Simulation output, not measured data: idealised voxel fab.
Name of the process module below: voxel self aligned vias
Displayed cross-section: cut, width of 245 nm, square cells sized 5 nm.
How to read a cross-section here: the picture is a grid of square cells, written as bands going from the top down, and any band can span one or more rows of cells. Per band: top height and bottom height in nm, followed by the left-to-right materials and their widths in nm; "all across" marks a single material spanning edge to edge, "empty" marks empty space. Where do heights start? At 0: under that level the wafer as delivered is made of one material only. And the lowest band has no floor; it just carries on downward, as in "0 -> down". Note: "30..40" means the width goes from the first number (top row of the band) to the second number (bottom row) in equal steps per row of cells. Basically "no alterations made" means that step didn't change any cell in the cross-section. "Encapsulated voids" means: voids of 8 cells or more that are shut off from the top with no open way through. Written width x height at distance, distance from the left edge, in nm. The remark found on a step's line after its settings is issued by the simulator itself and pertains to that step. For masked steps, "overlay nm" on the step line gives how far right of plan the mask actually lay; a minus sign means it lay to the left.
Steps planned for the process
1) RECEIVE,material Si
2) CONFORMAL_DEP,material SiO2,thk nm 10
3) CONFORMAL_DEP,material SiCN,thk nm 5
4) DIRECTIONAL_DEP,material lowk,thk nm 25
5) PATTERN,tone open,mask id LINES,material resist,width nm 30,pitch nm 65,thk nm 15,overlay nm 0
6) DIRECTIONAL_ETCH,etch materials lowk,depth nm 25
7) STRIP,etch materials resist
8) CONFORMAL_DEP,material TiN,thk nm 5
9) FILL_DEP,material Ru,thk nm 10
10) CMP,height nm 40
11) SELECTIVE_ETCH,etch materials W Ru TiN,depth nm 10
12) FILL_DEP,material SiN,thk nm 5
13) CMP,height nm 40
14) DIRECTIONAL_DEP,material lowk,thk nm 15
15) MASKED_ETCH,tone open,mask id VIAS,width nm 40,pitch nm 65,etch materials lowk,depth nm 15,overlay nm 0
16) MASKED_ETCH,tone open,mask id VIAS,width nm 40,pitch nm 65,etch materials SiN,depth nm 10,overlay nm 0
17) CONFORMAL_DEP,material TiN,thk nm 5
18) FILL_DEP,material Ru,thk nm 10
19) CMP,height nm 55
20) CONFORMAL_DEP,material SiN,thk nm 5
Cross-section of the wafer at receipt, which is the condition after step 1
> 0 -> down | Si all across
> Encapsulated voids: none
One mistake in running the module, otherwise start and plan as above: cross-section at the end
> 60 -> 55 | SiN all across
> 55 -> 45 | Ru=30 | TiN=5 | lowk=40 | TiN=5 | Ru=15 | TiN=5 | lowk=40 | TiN=5 | Ru=15 | TiN=5 | lowk=40 | TiN=5 | Ru=35
> 45 -> 40 | TiN=35 | lowk=40 | TiN=25 | lowk=40 | TiN=25 | lowk=40 | TiN=40
> 40 -> 30 | lowk=40 | SiN=30 | lowk=35 | SiN=30 | lowk=35 | SiN=30 | lowk=45
> 30 -> 20 | lowk=40 | TiN=5 | Ru=20 | TiN=5 | lowk=35 | TiN=5 | Ru=20 | TiN=5 | lowk=35 | TiN=5 | Ru=20 | TiN=5 | lowk=45
> 20 -> 15 | lowk=40 | TiN=30 | lowk=35 | TiN=30 | lowk=35 | TiN=30 | lowk=45
> 15 -> 10 | SiCN all across
> 10 -> 0 | SiO2 all across
> 0 -> down | Si all across
> Encapsulated voids: none
Finding, execution versus plan: step 15 was run on a setting that differed from the plan, and what really ran there is MASKED_ETCH,tone cover,mask id VIAS,width nm 40,pitch nm 65,etch materials lowk,depth nm 15,overlay nm 0
